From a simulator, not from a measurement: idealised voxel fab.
Module name: voxel trench capacitor (process module)
Square cell edge 5 nm, section width 265 nm, ID cut.
Cross-section = grid of square cells, listed top down in bands; band = one or more rows. The band entry comprises the height of the band's top followed by the height of its bottom, expressed in nm, and subsequently the band's materials from left to right, each stated together with its width in nm. Where a single material is marked with the word "all across", that material fills the band from edge to edge. The word "empty" represents empty space. A quick word on heights: they are counted from 0, and under that level the wafer as it came to us is one material throughout. The lowest band is different from the rest in having no bottom; it simply continues downward, written as in "0..down". Top row gets the first number, bottom row gets the second, and each row in between changes by the same step: that is how a band width like "30..40" works. The designation "no alterations made", where it is given for a processing step, indicates that no cell of the cross-section was altered in the course of that step. "Enclosed internal voids": sealed empty spaces, 8 cells or more, no open way to top, listed width x height at distance, with distance from the left edge and width, height and distance in nm. What comes after the settings on a step's line is commentary from the simulator itself on that step. overlay nm: how far to the right of its planned place the mask lay on this masked step (negative: to the left).

The steps planned for the process are as follows
1: RECEIVE: material Si
2: CONFORMAL_DEP: material SiN, thk nm 5
3: MASKED_ETCH: tone open, mask id TRENCH, width nm 30, pitch nm 55, etch materials SiN, depth nm 5, overlay nm 0
4: MASKED_ETCH: tone open, mask id TRENCH, width nm 30, pitch nm 55, etch materials Si, depth nm 25, overlay nm 0
5: CONFORMAL_DEP: material HfO2, thk nm 5
6: CONFORMAL_DEP: material TiN, thk nm 5
7: FILL_DEP: material W, thk nm 5
8: CMP: height nm 5

Shown in cross-section is the wafer as received, that is, as it stands after step 1
0..down  Si all across
Enclosed internal voids: none

End-of-module XS, first of two wafers, run as planned
5..0  SiN=60 | HfO2=5 | TiN=5 | W=10 | TiN=5 | HfO2=5 | SiN=25 | HfO2=5 | TiN=5 | W=10 | TiN=5 | HfO2=5 | SiN=25 | HfO2=5 | TiN=5 | W=10 | TiN=5 | HfO2=5 | SiN=65
0..-15  Si=60 | HfO2=5 | TiN=5 | W=10 | TiN=5 | HfO2=5 | Si=25 | HfO2=5 | TiN=5 | W=10 | TiN=5 | HfO2=5 | Si=25 | HfO2=5 | TiN=5 | W=10 | TiN=5 | HfO2=5 | Si=65
-15..-20  Si=60 | HfO2=5 | TiN=20 | HfO2=5 | Si=25 | HfO2=5 | TiN=20 | HfO2=5 | Si=25 | HfO2=5 | TiN=20 | HfO2=5 | Si=65
-20..-25  Si=60 | HfO2=30 | Si=25 | HfO2=30 | Si=25 | HfO2=30 | Si=65
-25..down  Si all across
Enclosed internal voids: none

Wafer two cross-section, module end. Start and plan unchanged from wafer one; one mistake made during the run
5..0  HfO2=60 | SiN=30 | HfO2=25 | SiN=30 | HfO2=25 | SiN=30 | HfO2=65
0..down  Si all across
Enclosed internal voids: none
Which mistake was made when the wafer was run? off-plan run, step 3, actual operation and settings MASKED_ETCH: tone cover, mask id TRENCH, width nm 30, pitch nm 55, etch materials SiN, depth nm 5, overlay nm 0
Final comparison by cell count, materials where the second wafer has more or fewer than the first: -13 HfO2, +90 Si, -17 SiN, -36 TiN, -24 W
